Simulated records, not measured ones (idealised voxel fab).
Process module name: voxel transistor to metal
Each square cell in cross-section cut measures 5 nm, and the section as a whole is 225 nm wide.
For the purposes of this document, a cross-section shall be understood as a grid of square cells, specified as bands listed in top-to-bottom order, each band consisting of one or more rows of cells. For a band, the entry starts with two heights in nm, that of the top and then that of the bottom, and carries on with the band's materials in order from left to right, each alongside its width in nm; the word "everywhere" beside a single material means it fills the band edge to edge, and "blank" means empty space. We count height from 0. Below that, the starting wafer is all one material. The lowest band never ends at the bottom but goes on down; see "0 -> down" for how that is written. A width such as "30->40" changes by the same amount from each row of cells to the next, from the band's top row to its bottom row. What does "no alteration" mean for a step? It means no cell of the cross-section changed in that step. This entry, "Closed cavity list", enumerates those empty regions of no fewer than 8 cells that possess no open connection to the top. Each region is reported in the form width x height at distance, the distance being taken from the left edge, with all three quantities expressed in nm. Anything after a step's settings on that line? It's the simulator's own note about the step. "overlay nm" on a masked step: distance the mask lay right of its planned place, negative for left. Note on reading: below, each pair holds a cross-section from before one process step and one from after it; the one from after shows only down to the lowest band that changed. Beneath the pair, the step in between is stated along with its settings. The pairs can stem from different runs of this module on the same starting wafer. Where a pair's entry headed "Before processing step" says so, and only there, that pair continues from the pair above it.
Before processing step
* 40 -> 25: blank 45 nm; SiN 5 nm; SiCN 15 nm; SiN 5 nm; blank 85 nm; SiN 5 nm; SiCN 15 nm; SiN 5 nm; blank 45 nm
* 25 -> 5: blank 45 nm; SiN 5 nm; polySi 15 nm; SiN 5 nm; blank 85 nm; SiN 5 nm; polySi 15 nm; SiN 5 nm; blank 45 nm
* 5 -> 0: blank 10 nm; SiN 5 nm; blank 30 nm; SiN 5 nm; polySi 15 nm; SiN 5 nm; blank 30 nm; SiN 5 nm; blank 15 nm; SiN 5 nm; blank 30 nm; SiN 5 nm; polySi 15 nm; SiN 5 nm; blank 30 nm; SiN 5 nm; blank 10 nm
* 0 -> -5: SiO2 15 nm; blank 30 nm; SiO2 25 nm; blank 30 nm; SiO2 25 nm; blank 30 nm; SiO2 25 nm; blank 30 nm; SiO2 15 nm
* -5 -> -45: SiO2 20 nm; Si 75 nm; SiO2 35 nm; Si 75 nm; SiO2 20 nm
* -45 -> down: Si everywhere
* Closed cavity list: none
Step Result
* 40 -> 25: blank 45 nm; SiN 5 nm; SiCN 15 nm; SiN 5 nm; blank 85 nm; SiN 5 nm; SiCN 15 nm; SiN 5 nm; blank 45 nm
* 25 -> 5: blank 45 nm; SiN 5 nm; polySi 15 nm; SiN 5 nm; blank 85 nm; SiN 5 nm; polySi 15 nm; SiN 5 nm; blank 45 nm
* 5 -> 0: blank 10 nm; SiN 5 nm; blank 30 nm; SiN 5 nm; polySi 15 nm; SiN 5 nm; blank 30 nm; SiN 5 nm; blank 15 nm; SiN 5 nm; blank 30 nm; SiN 5 nm; polySi 15 nm; SiN 5 nm; blank 30 nm; SiN 5 nm; blank 10 nm
* 0 -> -5: SiO2 15 nm; blank 30 nm; SiO2 25 nm; blank 30 nm; SiO2 25 nm; blank 30 nm; SiO2 25 nm; blank 30 nm; SiO2 15 nm
* -5 -> -20: SiO2 20 nm; blank 25 nm; Si 25 nm; blank 25 nm; SiO2 35 nm; blank 25 nm; Si 25 nm; blank 25 nm; SiO2 20 nm
* Anything lower than -20 is untouched.
* Closed cavity list: none
Intermediate step for the cross-sections above: DIRECTIONAL_ETCH,etch materials Si,depth nm 15
Before processing step: look at the pair above, its after cross-section is where this step starts.
Step Result
* 40 -> 25: blank 45 nm; SiN 5 nm; SiCN 15 nm; SiN 5 nm; blank 85 nm; SiN 5 nm; SiCN 15 nm; SiN 5 nm; blank 45 nm
* 25 -> 10: blank 45 nm; SiN 5 nm; polySi 15 nm; SiN 5 nm; blank 85 nm; SiN 5 nm; polySi 15 nm; SiN 5 nm; blank 45 nm
* 10 -> 5: blank 30 nm; pSi 15 nm; SiN 5 nm; polySi 15 nm; SiN 5 nm; pSi 15 nm; blank 55 nm; pSi 15 nm; SiN 5 nm; polySi 15 nm; SiN 5 nm; pSi 15 nm; blank 30 nm
* 5 -> 0: blank 10 nm; SiN 5 nm; blank 15 nm; pSi 15 nm; SiN 5 nm; polySi 15 nm; SiN 5 nm; pSi 15 nm; blank 15 nm; SiN 5 nm; blank 15 nm; SiN 5 nm; blank 15 nm; pSi 15 nm; SiN 5 nm; polySi 15 nm; SiN 5 nm; pSi 15 nm; blank 15 nm; SiN 5 nm; blank 10 nm
* 0 -> -5: SiO2 15 nm; blank 15 nm; pSi 15 nm; SiO2 25 nm; pSi 15 nm; blank 15 nm; SiO2 25 nm; blank 15 nm; pSi 15 nm; SiO2 25 nm; pSi 15 nm; blank 15 nm; SiO2 15 nm
* -5 -> -20: SiO2 20 nm; pSi 25 nm; Si 25 nm; pSi 25 nm; SiO2 35 nm; pSi 25 nm; Si 25 nm; pSi 25 nm; SiO2 20 nm
* Anything lower than -20 is untouched.
* Closed cavity list: none
Intermediate step for the cross-sections above: EPI,material pSi,thk nm 15
Before processing step: look at the pair above, its after cross-section is where this step starts.
Step Result
* 50 -> 40: SiO2 everywhere
* 40 -> 25: SiO2 45 nm; SiN 5 nm; SiCN 15 nm; SiN 5 nm; SiO2 85 nm; SiN 5 nm; SiCN 15 nm; SiN 5 nm; SiO2 45 nm
* 25 -> 10: SiO2 45 nm; SiN 5 nm; polySi 15 nm; SiN 5 nm; SiO2 85 nm; SiN 5 nm; polySi 15 nm; SiN 5 nm; SiO2 45 nm
* 10 -> 5: SiO2 30 nm; pSi 15 nm; SiN 5 nm; polySi 15 nm; SiN 5 nm; pSi 15 nm; SiO2 55 nm; pSi 15 nm; SiN 5 nm; polySi 15 nm; SiN 5 nm; pSi 15 nm; SiO2 30 nm
* 5 -> 0: SiO2 10 nm; SiN 5 nm; SiO2 15 nm; pSi 15 nm; SiN 5 nm; polySi 15 nm; SiN 5 nm; pSi 15 nm; SiO2 15 nm; SiN 5 nm; SiO2 15 nm; SiN 5 nm; SiO2 15 nm; pSi 15 nm; SiN 5 nm; polySi 15 nm; SiN 5 nm; pSi 15 nm; SiO2 15 nm; SiN 5 nm; SiO2 10 nm
* 0 -> -5: SiO2 30 nm; pSi 15 nm; SiO2 25 nm; pSi 15 nm; SiO2 55 nm; pSi 15 nm; SiO2 25 nm; pSi 15 nm; SiO2 30 nm
* Anything lower than -5 is untouched.
* Closed cavity list: none
Intermediate step for the cross-sections above: FILL_DEP,material SiO2,thk nm 10
Before processing step: look at the pair above, its after cross-section is where this step starts.
Step Result
* 40 -> 25: SiO2 45 nm; SiN 5 nm; SiCN 15 nm; SiN 5 nm; SiO2 85 nm; SiN 5 nm; SiCN 15 nm; SiN 5 nm; SiO2 45 nm
* Anything lower than 25 is untouched.
* Closed cavity list: none
Intermediate step for the cross-sections above: CMP,height nm 40
Before processing step: look at the pair above, its after cross-section is where this step starts.
Step Result
* 55 -> 40: SiO2 everywhere
* Anything lower than 40 is untouched.
* Closed cavity list: none
Intermediate step for the cross-sections above: DIRECTIONAL_DEP,material SiO2,thk nm 15
Before processing step: look at the pair above, its after cross-section is where this step starts.
Step Result
* 55 -> 40: SiO2 20 nm; blank 15 nm; SiO2 45 nm; blank 15 nm; SiO2 35 nm; blank 15 nm; SiO2 45 nm; blank 15 nm; SiO2 20 nm
* 40 -> 25: SiO2 20 nm; blank 15 nm; SiO2 10 nm; SiN 5 nm; SiCN 15 nm; SiN 5 nm; SiO2 10 nm; blank 15 nm; SiO2 35 nm; blank 15 nm; SiO2 10 nm; SiN 5 nm; SiCN 15 nm; SiN 5 nm; SiO2 10 nm; blank 15 nm; SiO2 20 nm
* 25 -> 10: SiO2 20 nm; blank 15 nm; SiO2 10 nm; SiN 5 nm; polySi 15 nm; SiN 5 nm; SiO2 10 nm; blank 15 nm; SiO2 35 nm; blank 15 nm; SiO2 10 nm; SiN 5 nm; polySi 15 nm; SiN 5 nm; SiO2 10 nm; blank 15 nm; SiO2 20 nm
* 10 -> 5: SiO2 20 nm; blank 10 nm; pSi 15 nm; SiN 5 nm; polySi 15 nm; SiN 5 nm; pSi 15 nm; blank 10 nm; SiO2 35 nm; blank 10 nm; pSi 15 nm; SiN 5 nm; polySi 15 nm; SiN 5 nm; pSi 15 nm; blank 10 nm; SiO2 20 nm
* 5 -> 0: SiO2 10 nm; SiN 5 nm; SiO2 5 nm; blank 10 nm; pSi 15 nm; SiN 5 nm; polySi 15 nm; SiN 5 nm; pSi 15 nm; blank 10 nm; SiO2 5 nm; SiN 5 nm; SiO2 15 nm; SiN 5 nm; SiO2 5 nm; blank 10 nm; pSi 15 nm; SiN 5 nm; polySi 15 nm; SiN 5 nm; pSi 15 nm; blank 10 nm; SiO2 5 nm; SiN 5 nm; SiO2 10 nm
* 0 -> -5: SiO2 20 nm; blank 10 nm; pSi 15 nm; SiO2 25 nm; pSi 15 nm; blank 10 nm; SiO2 35 nm; blank 10 nm; pSi 15 nm; SiO2 25 nm; pSi 15 nm; blank 10 nm; SiO2 20 nm
* Anything lower than -5 is untouched.
* Closed cavity list: none
Intermediate step for the cross-sections above: MASKED_ETCH,tone open,mask id CONTACT,width nm 15,etch materials SiO2,depth nm 60,overlay nm 0
Before processing step: look at the pair above, its after cross-section is where this step starts.
Step Result
* 60 -> 55: TiN 25 nm; blank 5 nm; TiN 55 nm; blank 5 nm; TiN 45 nm; blank 5 nm; TiN 55 nm; blank 5 nm; TiN 25 nm
* 55 -> 40: SiO2 20 nm; TiN 5 nm; blank 5 nm; TiN 5 nm; SiO2 45 nm; TiN 5 nm; blank 5 nm; TiN 5 nm; SiO2 35 nm; TiN 5 nm; blank 5 nm; TiN 5 nm; SiO2 45 nm; TiN 5 nm; blank 5 nm; TiN 5 nm; SiO2 20 nm
* 40 -> 25: SiO2 20 nm; TiN 5 nm; blank 5 nm; TiN 5 nm; SiO2 10 nm; SiN 5 nm; SiCN 15 nm; SiN 5 nm; SiO2 10 nm; TiN 5 nm; blank 5 nm; TiN 5 nm; SiO2 35 nm; TiN 5 nm; blank 5 nm; TiN 5 nm; SiO2 10 nm; SiN 5 nm; SiCN 15 nm; SiN 5 nm; SiO2 10 nm; TiN 5 nm; blank 5 nm; TiN 5 nm; SiO2 20 nm
* 25 -> 15: SiO2 20 nm; TiN 5 nm; blank 5 nm; TiN 5 nm; SiO2 10 nm; SiN 5 nm; polySi 15 nm; SiN 5 nm; SiO2 10 nm; TiN 5 nm; blank 5 nm; TiN 5 nm; SiO2 35 nm; TiN 5 nm; blank 5 nm; TiN 5 nm; SiO2 10 nm; SiN 5 nm; polySi 15 nm; SiN 5 nm; SiO2 10 nm; TiN 5 nm; blank 5 nm; TiN 5 nm; SiO2 20 nm
* 15 -> 10: SiO2 20 nm; TiN 15 nm; SiO2 10 nm; SiN 5 nm; polySi 15 nm; SiN 5 nm; SiO2 10 nm; TiN 15 nm; SiO2 35 nm; TiN 15 nm; SiO2 10 nm; SiN 5 nm; polySi 15 nm; SiN 5 nm; SiO2 10 nm; TiN 15 nm; SiO2 20 nm
* 10 -> 5: SiO2 20 nm; TiN 10 nm; pSi 15 nm; SiN 5 nm; polySi 15 nm; SiN 5 nm; pSi 15 nm; TiN 10 nm; SiO2 35 nm; TiN 10 nm; pSi 15 nm; SiN 5 nm; polySi 15 nm; SiN 5 nm; pSi 15 nm; TiN 10 nm; SiO2 20 nm
* 5 -> 0: SiO2 10 nm; SiN 5 nm; SiO2 5 nm; TiN 10 nm; pSi 15 nm; SiN 5 nm; polySi 15 nm; SiN 5 nm; pSi 15 nm; TiN 10 nm; SiO2 5 nm; SiN 5 nm; SiO2 15 nm; SiN 5 nm; SiO2 5 nm; TiN 10 nm; pSi 15 nm; SiN 5 nm; polySi 15 nm; SiN 5 nm; pSi 15 nm; TiN 10 nm; SiO2 5 nm; SiN 5 nm; SiO2 10 nm
* 0 -> -5: SiO2 20 nm; TiN 10 nm; pSi 15 nm; SiO2 25 nm; pSi 15 nm; TiN 10 nm; SiO2 35 nm; TiN 10 nm; pSi 15 nm; SiO2 25 nm; pSi 15 nm; TiN 10 nm; SiO2 20 nm
* Anything lower than -5 is untouched.
* Closed cavity list: none
Intermediate step for the cross-sections above: CONFORMAL_DEP,material TiN,thk nm 5
Before processing step: look at the pair above, its after cross-section is where this step starts.
Step Result
* 65 -> 60: W everywhere
* 60 -> 55: TiN 25 nm; W 5 nm; TiN 55 nm; W 5 nm; TiN 45 nm; W 5 nm; TiN 55 nm; W 5 nm; TiN 25 nm
* 55 -> 40: SiO2 20 nm; TiN 5 nm; W 5 nm; TiN 5 nm; SiO2 45 nm; TiN 5 nm; W 5 nm; TiN 5 nm; SiO2 35 nm; TiN 5 nm; W 5 nm; TiN 5 nm; SiO2 45 nm; TiN 5 nm; W 5 nm; TiN 5 nm; SiO2 20 nm
* 40 -> 25: SiO2 20 nm; TiN 5 nm; W 5 nm; TiN 5 nm; SiO2 10 nm; SiN 5 nm; SiCN 15 nm; SiN 5 nm; SiO2 10 nm; TiN 5 nm; W 5 nm; TiN 5 nm; SiO2 35 nm; TiN 5 nm; W 5 nm; TiN 5 nm; SiO2 10 nm; SiN 5 nm; SiCN 15 nm; SiN 5 nm; SiO2 10 nm; TiN 5 nm; W 5 nm; TiN 5 nm; SiO2 20 nm
* 25 -> 15: SiO2 20 nm; TiN 5 nm; W 5 nm; TiN 5 nm; SiO2 10 nm; SiN 5 nm; polySi 15 nm; SiN 5 nm; SiO2 10 nm; TiN 5 nm; W 5 nm; TiN 5 nm; SiO2 35 nm; TiN 5 nm; W 5 nm; TiN 5 nm; SiO2 10 nm; SiN 5 nm; polySi 15 nm; SiN 5 nm; SiO2 10 nm; TiN 5 nm; W 5 nm; TiN 5 nm; SiO2 20 nm
* Anything lower than 15 is untouched.
* Closed cavity list: none
Intermediate step for the cross-sections above: FILL_DEP,material W,thk nm 5
Before processing step: look at the pair above, its after cross-section is where this step starts.
Step Result
* 55 -> 40: SiO2 20 nm; TiN 5 nm; W 5 nm; TiN 5 nm; SiO2 45 nm; TiN 5 nm; W 5 nm; TiN 5 nm; SiO2 35 nm; TiN 5 nm; W 5 nm; TiN 5 nm; SiO2 45 nm; TiN 5 nm; W 5 nm; TiN 5 nm; SiO2 20 nm
* Anything lower than 40 is untouched.
* Closed cavity list: none
Intermediate step for the cross-sections above: CMP,height nm 55
Before processing step: look at the pair above, its after cross-section is where this step starts.
Step Result
* 60 -> 55: SiCN everywhere
* Anything lower than 55 is untouched.
* Closed cavity list: none
Intermediate step for the cross-sections above: CONFORMAL_DEP,material SiCN,thk nm 5
Before processing step: look at the pair above, its after cross-section is where this step starts.
Step Result
* 75 -> 60: SiO2 everywhere
* Anything lower than 60 is untouched.
* Closed cavity list: none
Intermediate step for the cross-sections above: DIRECTIONAL_DEP,material SiO2,thk nm 15
Before processing step: look at the pair above, its after cross-section is where this step starts.
Step Result
* 75 -> 60: SiO2 20 nm; blank 15 nm; SiO2 45 nm; blank 15 nm; SiO2 35 nm; blank 15 nm; SiO2 45 nm; blank 15 nm; SiO2 20 nm
* Anything lower than 60 is untouched.
* Closed cavity list: none
Intermediate step for the cross-sections above: MASKED_ETCH,tone open,mask id METAL_1,width nm 15,etch materials SiO2,depth nm 15,overlay nm 0
Before processing step: look at the pair above, its after cross-section is where this step starts.
Step Result
* 75 -> 60: SiO2 20 nm; blank 15 nm; SiO2 45 nm; blank 15 nm; SiO2 35 nm; blank 15 nm; SiO2 45 nm; blank 15 nm; SiO2 20 nm
* 60 -> 55: SiCN 20 nm; blank 15 nm; SiCN 45 nm; blank 15 nm; SiCN 35 nm; blank 15 nm; SiCN 45 nm; blank 15 nm; SiCN 20 nm
* Anything lower than 55 is untouched.
* Closed cavity list: none
Intermediate step for the cross-sections above: MASKED_ETCH,tone open,mask id METAL_1,width nm 15,etch materials SiCN,depth nm 5,overlay nm 0
Before processing step: look at the pair above, its after cross-section is where this step starts.
Step Result
* 80 -> 75: TiN 25 nm; blank 5 nm; TiN 55 nm; blank 5 nm; TiN 45 nm; blank 5 nm; TiN 55 nm; blank 5 nm; TiN 25 nm
* 75 -> 60: SiO2 20 nm; TiN 5 nm; blank 5 nm; TiN 5 nm; SiO2 45 nm; TiN 5 nm; blank 5 nm; TiN 5 nm; SiO2 35 nm; TiN 5 nm; blank 5 nm; TiN 5 nm; SiO2 45 nm; TiN 5 nm; blank 5 nm; TiN 5 nm; SiO2 20 nm
* 60 -> 55: SiCN 20 nm; TiN 15 nm; SiCN 45 nm; TiN 15 nm; SiCN 35 nm; TiN 15 nm; SiCN 45 nm; TiN 15 nm; SiCN 20 nm
* Anything lower than 55 is untouched.
* Closed cavity list: none
Intermediate step for the cross-sections above: CONFORMAL_DEP,material TiN,thk nm 5
Before processing step: look at the pair above, its after cross-section is where this step starts.
Step Result
* 90 -> 80: Ru everywhere
* 80 -> 75: TiN 25 nm; Ru 5 nm; TiN 55 nm; Ru 5 nm; TiN 45 nm; Ru 5 nm; TiN 55 nm; Ru 5 nm; TiN 25 nm
* 75 -> 60: SiO2 20 nm; TiN 5 nm; Ru 5 nm; TiN 5 nm; SiO2 45 nm; TiN 5 nm; Ru 5 nm; TiN 5 nm; SiO2 35 nm; TiN 5 nm; Ru 5 nm; TiN 5 nm; SiO2 45 nm; TiN 5 nm; Ru 5 nm; TiN 5 nm; SiO2 20 nm
* Anything lower than 60 is untouched.
* Closed cavity list: none
Intermediate step for the cross-sections above: FILL_DEP,material Ru,thk nm 10
Before processing step: look at the pair above, its after cross-section is where this step starts.
Step Result
* 75 -> 60: SiO2 20 nm; TiN 5 nm; Ru 5 nm; TiN 5 nm; SiO2 45 nm; TiN 5 nm; Ru 5 nm; TiN 5 nm; SiO2 35 nm; TiN 5 nm; Ru 5 nm; TiN 5 nm; SiO2 45 nm; TiN 5 nm; Ru 5 nm; TiN 5 nm; SiO2 20 nm
* Anything lower than 60 is untouched.
* Closed cavity list: none
Intermediate step for the cross-sections above: CMP,height nm 75
Before processing step: look at the pair above, its after cross-section is where this step starts.
Step Result
* 80 -> 75: SiN everywhere
* Anything lower than 75 is untouched.
* Closed cavity list: none
Intermediate step for the cross-sections above: CONFORMAL_DEP,material SiN,thk nm 5
Before processing step
* 75 -> 60: SiO2 everywhere
* 60 -> 55: SiCN everywhere
* 55 -> 40: SiO2 20 nm; TiN 5 nm; W 5 nm; TiN 5 nm; SiO2 45 nm; TiN 5 nm; W 5 nm; TiN 5 nm; SiO2 35 nm; TiN 5 nm; W 5 nm; TiN 5 nm; SiO2 45 nm; TiN 5 nm; W 5 nm; TiN 5 nm; SiO2 20 nm
* 40 -> 25: SiO2 20 nm; TiN 5 nm; W 5 nm; TiN 5 nm; SiO2 10 nm; SiN 5 nm; SiCN 15 nm; SiN 5 nm; SiO2 10 nm; TiN 5 nm; W 5 nm; TiN 5 nm; SiO2 35 nm; TiN 5 nm; W 5 nm; TiN 5 nm; SiO2 10 nm; SiN 5 nm; SiCN 15 nm; SiN 5 nm; SiO2 10 nm; TiN 5 nm; W 5 nm; TiN 5 nm; SiO2 20 nm
* 25 -> 15: SiO2 20 nm; TiN 5 nm; W 5 nm; TiN 5 nm; SiO2 10 nm; SiN 5 nm; polySi 15 nm; SiN 5 nm; SiO2 10 nm; TiN 5 nm; W 5 nm; TiN 5 nm; SiO2 35 nm; TiN 5 nm; W 5 nm; TiN 5 nm; SiO2 10 nm; SiN 5 nm; polySi 15 nm; SiN 5 nm; SiO2 10 nm; TiN 5 nm; W 5 nm; TiN 5 nm; SiO2 20 nm
* 15 -> 10: SiO2 20 nm; TiN 15 nm; SiO2 10 nm; SiN 5 nm; polySi 15 nm; SiN 5 nm; SiO2 10 nm; TiN 15 nm; SiO2 35 nm; TiN 15 nm; SiO2 10 nm; SiN 5 nm; polySi 15 nm; SiN 5 nm; SiO2 10 nm; TiN 15 nm; SiO2 20 nm
* 10 -> 5: SiO2 20 nm; TiN 10 nm; pSi 15 nm; SiN 5 nm; polySi 15 nm; SiN 5 nm; pSi 15 nm; TiN 10 nm; SiO2 35 nm; TiN 10 nm; pSi 15 nm; SiN 5 nm; polySi 15 nm; SiN 5 nm; pSi 15 nm; TiN 10 nm; SiO2 20 nm
* 5 -> 0: SiO2 10 nm; SiN 5 nm; SiO2 5 nm; TiN 10 nm; pSi 15 nm; SiN 5 nm; polySi 15 nm; SiN 5 nm; pSi 15 nm; TiN 10 nm; SiO2 5 nm; SiN 5 nm; SiO2 15 nm; SiN 5 nm; SiO2 5 nm; TiN 10 nm; pSi 15 nm; SiN 5 nm; polySi 15 nm; SiN 5 nm; pSi 15 nm; TiN 10 nm; SiO2 5 nm; SiN 5 nm; SiO2 10 nm
* 0 -> -5: SiO2 20 nm; TiN 10 nm; pSi 15 nm; SiO2 25 nm; pSi 15 nm; TiN 10 nm; SiO2 35 nm; TiN 10 nm; pSi 15 nm; SiO2 25 nm; pSi 15 nm; TiN 10 nm; SiO2 20 nm
* -5 -> -20: SiO2 20 nm; pSi 25 nm; Si 25 nm; pSi 25 nm; SiO2 35 nm; pSi 25 nm; Si 25 nm; pSi 25 nm; SiO2 20 nm
* -20 -> -35: SiO2 20 nm; Si 75 nm; SiO2 35 nm; Si 75 nm; SiO2 20 nm
* -35 -> down: Si everywhere
* Closed cavity list: none
Step Result
* 75 -> 60: SiO2 20 nm; blank 20 nm; SiO2 40 nm; blank 20 nm; SiO2 30 nm; blank 20 nm; SiO2 40 nm; blank 20 nm; SiO2 15 nm
* Anything lower than 60 is untouched.
* Closed cavity list: none
Intermediate step for the cross-sections above: MASKED_ETCH,tone open,mask id METAL_1,width nm 20,etch materials SiO2,depth nm 15,overlay nm 0
Before processing step: look at the pair above, its after cross-section is where this step starts.
Step Result
* 75 -> 60: SiO2 20 nm; blank 20 nm; SiO2 40 nm; blank 20 nm; SiO2 30 nm; blank 20 nm; SiO2 40 nm; blank 20 nm; SiO2 15 nm
* 60 -> 55: SiCN 20 nm; blank 15 nm; SiCN 45 nm; blank 15 nm; SiCN 35 nm; blank 15 nm; SiCN 45 nm; blank 15 nm; SiCN 20 nm
* Anything lower than 55 is untouched.
* Closed cavity list: none
Intermediate step for the cross-sections above: MASKED_ETCH,tone open,mask id METAL_1,width nm 15,etch materials SiCN,depth nm 5,overlay nm 0
Before processing step: look at the pair above, its after cross-section is where this step starts.
Step Result
* 80 -> 75: TiN 25 nm; blank 10 nm; TiN 50 nm; blank 10 nm; TiN 40 nm; blank 10 nm; TiN 50 nm; blank 10 nm; TiN 20 nm
* 75 -> 65: SiO2 20 nm; TiN 5 nm; blank 10 nm; TiN 5 nm; SiO2 40 nm; TiN 5 nm; blank 10 nm; TiN 5 nm; SiO2 30 nm; TiN 5 nm; blank 10 nm; TiN 5 nm; SiO2 40 nm; TiN 5 nm; blank 10 nm; TiN 5 nm; SiO2 15 nm
* 65 -> 60: SiO2 20 nm; TiN 5 nm; blank 5 nm; TiN 10 nm; SiO2 40 nm; TiN 5 nm; blank 5 nm; TiN 10 nm; SiO2 30 nm; TiN 5 nm; blank 5 nm; TiN 10 nm; SiO2 40 nm; TiN 5 nm; blank 5 nm; TiN 10 nm; SiO2 15 nm
* 60 -> 55: SiCN 20 nm; TiN 15 nm; SiCN 45 nm; TiN 15 nm; SiCN 35 nm; TiN 15 nm; SiCN 45 nm; TiN 15 nm; SiCN 20 nm
* Anything lower than 55 is untouched.
* Closed cavity list: none
Intermediate step for the cross-sections above: CONFORMAL_DEP,material TiN,thk nm 5
Before processing step: look at the pair above, its after cross-section is where this step starts.
Step Result
* 90 -> 80: Ru everywhere
* 80 -> 75: TiN 25 nm; Ru 10 nm; TiN 50 nm; Ru 10 nm; TiN 40 nm; Ru 10 nm; TiN 50 nm; Ru 10 nm; TiN 20 nm
* 75 -> 65: SiO2 20 nm; TiN 5 nm; Ru 10 nm; TiN 5 nm; SiO2 40 nm; TiN 5 nm; Ru 10 nm; TiN 5 nm; SiO2 30 nm; TiN 5 nm; Ru 10 nm; TiN 5 nm; SiO2 40 nm; TiN 5 nm; Ru 10 nm; TiN 5 nm; SiO2 15 nm
* 65 -> 60: SiO2 20 nm; TiN 5 nm; Ru 5 nm; TiN 10 nm; SiO2 40 nm; TiN 5 nm; Ru 5 nm; TiN 10 nm; SiO2 30 nm; TiN 5 nm; Ru 5 nm; TiN 10 nm; SiO2 40 nm; TiN 5 nm; Ru 5 nm; TiN 10 nm; SiO2 15 nm
* Anything lower than 60 is untouched.
* Closed cavity list: none
Intermediate step for the cross-sections above: FILL_DEP,material Ru,thk nm 10
Before processing step: look at the pair above, its after cross-section is where this step starts.
Step Result
* 75 -> 65: SiO2 20 nm; TiN 5 nm; Ru 10 nm; TiN 5 nm; SiO2 40 nm; TiN 5 nm; Ru 10 nm; TiN 5 nm; SiO2 30 nm; TiN 5 nm; Ru 10 nm; TiN 5 nm; SiO2 40 nm; TiN 5 nm; Ru 10 nm; TiN 5 nm; SiO2 15 nm
* Anything lower than 65 is untouched.
* Closed cavity list: none
Intermediate step for the cross-sections above: CMP,height nm 75
Before processing step: look at the pair above, its after cross-section is where this step starts.
Step Result
* 80 -> 75: SiN everywhere
* Anything lower than 75 is untouched.
* Closed cavity list: none
Intermediate step for the cross-sections above: CONFORMAL_DEP,material SiN,thk nm 5
Before processing step
* 55 -> 50: aC 10 nm; blank 95 nm; aC 15 nm; blank 95 nm; aC 10 nm
* 50 -> 45: aC everywhere
* 45 -> 40: SiCN 10 nm; aC 95 nm; SiCN 15 nm; aC 95 nm; SiCN 10 nm
* 40 -> 30: SiCN everywhere
* 30 -> 25: polySi 10 nm; SiCN 95 nm; polySi 15 nm; SiCN 95 nm; polySi 10 nm
* 25 -> 5: polySi everywhere
* 5 -> 0: SiO2 10 nm; polySi 95 nm; SiO2 15 nm; polySi 95 nm; SiO2 10 nm
* 0 -> -5: SiO2 everywhere
* -5 -> -35: SiO2 20 nm; Si 75 nm; SiO2 35 nm; Si 75 nm; SiO2 20 nm
* -35 -> down: Si everywhere
* Closed cavity list: none
Step Result
* 85 -> 55: blank 55 nm; resist 15 nm; blank 95 nm; resist 15 nm; blank 45 nm
* 55 -> 50: aC 10 nm; blank 45 nm; resist 15 nm; blank 35 nm; aC 15 nm; blank 45 nm; resist 15 nm; blank 35 nm; aC 10 nm
* Anything lower than 50 is untouched.
* Closed cavity list: none
Intermediate step for the cross-sections above: PATTERN,tone cover,mask id GATE,material resist,width nm 15,pitch nm 110,thk nm 30,overlay nm 5
Before processing step: look at the pair above, its after cross-section is where this step starts.
Step Result
* 75 -> 50: blank 55 nm; resist 15 nm; blank 95 nm; resist 15 nm; blank 45 nm
* 50 -> 45: blank 55 nm; aC 15 nm; blank 95 nm; aC 15 nm; blank 45 nm
* 45 -> 40: SiCN 10 nm; blank 45 nm; aC 15 nm; blank 35 nm; SiCN 15 nm; blank 45 nm; aC 15 nm; blank 35 nm; SiCN 10 nm
* Anything lower than 40 is untouched.
* Closed cavity list: none
Intermediate step for the cross-sections above: DIRECTIONAL_ETCH,etch materials aC,depth nm 10
Before processing step: look at the pair above, its after cross-section is where this step starts.
Step Result
* 50 -> 45: blank 55 nm; aC 15 nm; blank 95 nm; aC 15 nm; blank 45 nm
* Anything lower than 45 is untouched.
* Closed cavity list: none
Intermediate step for the cross-sections above: STRIP,etch materials resist
Before processing step: look at the pair above, its after cross-section is where this step starts.
Step Result
* 50 -> 40: blank 55 nm; aC 15 nm; blank 95 nm; aC 15 nm; blank 45 nm
* 40 -> 30: blank 55 nm; SiCN 15 nm; blank 95 nm; SiCN 15 nm; blank 45 nm
* 30 -> 25: polySi 10 nm; blank 45 nm; SiCN 15 nm; blank 35 nm; polySi 15 nm; blank 45 nm; SiCN 15 nm; blank 35 nm; polySi 10 nm
* Anything lower than 25 is untouched.
* Closed cavity list: none
Intermediate step for the cross-sections above: DIRECTIONAL_ETCH,etch materials SiCN,depth nm 25
Before processing step: look at the pair above, its after cross-section is where this step starts.
Step Result
* 50 -> 40: blank 55 nm; aC 15 nm; blank 95 nm; aC 15 nm; blank 45 nm
* 40 -> 25: blank 55 nm; SiCN 15 nm; blank 95 nm; SiCN 15 nm; blank 45 nm
* 25 -> 5: blank 55 nm; polySi 15 nm; blank 95 nm; polySi 15 nm; blank 45 nm
* 5 -> 0: SiO2 10 nm; blank 45 nm; polySi 15 nm; blank 35 nm; SiO2 15 nm; blank 45 nm; polySi 15 nm; blank 35 nm; SiO2 10 nm
* Anything lower than 0 is untouched.
* Closed cavity list: none
Intermediate step for the cross-sections above: DIRECTIONAL_ETCH,etch materials polySi,depth nm 35
Before processing step: look at the pair above, its after cross-section is where this step starts.
Step Result
* 40 -> 25: blank 55 nm; SiCN 15 nm; blank 95 nm; SiCN 15 nm; blank 45 nm
* Anything lower than 25 is untouched.
* Closed cavity list: none
Intermediate step for the cross-sections above: STRIP,etch materials aC
Before processing step: look at the pair above, its after cross-section is where this step starts.
Step Result
* 45 -> 40: blank 50 nm; SiN 25 nm; blank 85 nm; SiN 25 nm; blank 40 nm
* 40 -> 25: blank 50 nm; SiN 5 nm; SiCN 15 nm; SiN 5 nm; blank 85 nm; SiN 5 nm; SiCN 15 nm; SiN 5 nm; blank 40 nm
* 25 -> 10: blank 50 nm; SiN 5 nm; polySi 15 nm; SiN 5 nm; blank 85 nm; SiN 5 nm; polySi 15 nm; SiN 5 nm; blank 40 nm
* 10 -> 5: SiN 15 nm; blank 35 nm; SiN 5 nm; polySi 15 nm; SiN 5 nm; blank 25 nm; SiN 25 nm; blank 35 nm; SiN 5 nm; polySi 15 nm; SiN 5 nm; blank 25 nm; SiN 15 nm
* 5 -> 0: SiO2 10 nm; SiN 45 nm; polySi 15 nm; SiN 35 nm; SiO2 15 nm; SiN 45 nm; polySi 15 nm; SiN 35 nm; SiO2 10 nm
* Anything lower than 0 is untouched.
* Closed cavity list: none
Intermediate step for the cross-sections above: CONFORMAL_DEP,material SiN,thk nm 5
